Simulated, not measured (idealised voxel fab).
Process module name: voxel capacitor over wiring
Cross-sectional view cut (width: 225 nm; square cell size: 5 nm).
Just so we're on the same page, the cross-sections are grids of square cells, and they're listed out in bands top to bottom, each band one or more rows deep. It is stipulated that each band's entry specify, in nanometres, the height of the top of the band and then that of its bottom, followed by the materials of the band in left-to-right sequence, each together with its width in nanometres. A single material marked by the word "full width" is understood to fill the band from edge to edge; the word "empty" is understood to denote empty space. Convention: height 0 is the level below which the wafer, as received, is all one material. The lowest band does not terminate at the bottom but continues downward, represented as "from 0 down". Width spec "30..40" -> top row of cells at first value, bottom row at second value, equal per-row change in between. Step note "no alteration" = no cross-section cell changed. In "Fully enclosed voids" the enclosed voids are listed, meaning empty spaces of 8 cells or larger without any opening to the top. The form is width x height at distance, distance from the left edge, units nm. The remark found on a step's line after its settings is issued by the simulator itself and pertains to that step. For masked steps, "overlay nm" on the step line gives how far right of plan the mask actually lay; a minus sign means it lay to the left.

# Process steps foreseen in the plan
1) op RECEIVE | material Si
2) op CONFORMAL_DEP | material SiO2 | thk nm 10
3) op CONFORMAL_DEP | material SiN | thk nm 5
4) op DIRECTIONAL_DEP | material lowk | thk nm 25
5) op DIRECTIONAL_DEP | material aC | thk nm 15
6) op PATTERN | tone open | mask id METAL_1 | material resist | width nm 25 | pitch nm 80 | thk nm 30 | overlay nm 0
7) op DIRECTIONAL_ETCH | etch materials aC | depth nm 15
8) op STRIP | etch materials resist
9) op DIRECTIONAL_ETCH | etch materials lowk | depth nm 25
10) op DIRECTIONAL_ETCH | etch materials SiN | depth nm 5
11) op STRIP | etch materials aC
12) op CONFORMAL_DEP | material TiN | thk nm 5
13) op FILL_DEP | material Ru | thk nm 5
14) op CMP | height nm 40
15) op EPI | material Ru | thk nm 5
16) op FILL_DEP | material SiCN | thk nm 5
17) op DIRECTIONAL_DEP | material lowk | thk nm 20
18) op DIRECTIONAL_DEP | material aC | thk nm 10
19) op PATTERN | tone open | mask id PLUG_1 | material resist | width nm 15 | thk nm 25 | overlay nm 0
20) op DIRECTIONAL_ETCH | etch materials aC | depth nm 10
21) op STRIP | etch materials resist
22) op DIRECTIONAL_ETCH | etch materials lowk | depth nm 20
23) op DIRECTIONAL_ETCH | etch materials SiCN | depth nm 5
24) op STRIP | etch materials aC
25) op EPI | material Ru | thk nm 10
26) op EPI | material Ru | thk nm 10
27) op EPI | material Ru | thk nm 5
28) op DIRECTIONAL_DEP | material TiN | thk nm 10
29) op DIRECTIONAL_DEP | material HfO2 | thk nm 5
30) op DIRECTIONAL_DEP | material TiN | thk nm 10
31) op MASKED_ETCH | tone cover | mask id UPPER_PLATE | width nm 60 | etch materials TiN | depth nm 10 | overlay nm 0
32) op MASKED_ETCH | tone cover | mask id UPPER_PLATE | width nm 60 | etch materials HfO2 | depth nm 5 | overlay nm 0
33) op MASKED_ETCH | tone cover | mask id LOWER_PLATE | width nm 70 | etch materials TiN | depth nm 10 | overlay nm 0
34) op FILL_DEP | material SiO2 | thk nm 15
35) op CMP | height nm 105
36) op MASKED_ETCH | tone open | mask id PLUG_2 | width nm 15 | etch materials SiO2 | depth nm 10 | overlay nm 0
37) op CONFORMAL_DEP | material TiN | thk nm 5
38) op FILL_DEP | material W | thk nm 10
39) op CMP | height nm 105
40) op CONFORMAL_DEP | material SiCN | thk nm 5

# Cross-section, incoming material, after step 1
- from 0 down: Si full width
- Fully enclosed voids: none

# Final cross-section, module run with one mistake (start and plan as above)
- from 110 to 105: SiCN full width
- from 105 to 95: SiO2 (70), then TiN (25), then SiO2 (130)
- from 95 to 90: SiO2 (70), then HfO2 (25), then TiN (35), then SiO2 (95)
- from 90 to 85: SiO2 (65), then TiN (65), then SiO2 (95)
- from 85 to 80: SiO2 (65), then TiN (30), then HfO2 (35), then SiO2 (95)
- from 80 to 70: SiO2 (60), then Ru (35), then TiN (40), then SiO2 (90)
- from 70 to 50: lowk (70), then Ru (15), then lowk (140)
- from 50 to 45: SiCN (70), then Ru (15), then SiCN (140)
- from 45 to 40: SiCN (55), then Ru (35), then SiCN (45), then Ru (35), then SiCN (55)
- from 40 to 15: lowk (60), then TiN (5), then Ru (15), then TiN (5), then lowk (55), then TiN (5), then Ru (15), then TiN (5), then lowk (60)
- from 15 to 10: SiN (60), then TiN (25), then SiN (55), then TiN (25), then SiN (60)
- from 10 to 0: SiO2 full width
- from 0 down: Si full width
- Fully enclosed voids: none
Nonconformance to the process plan: which of the identical steps 25 and 26 was run twice cannot be determined, only that one of them was
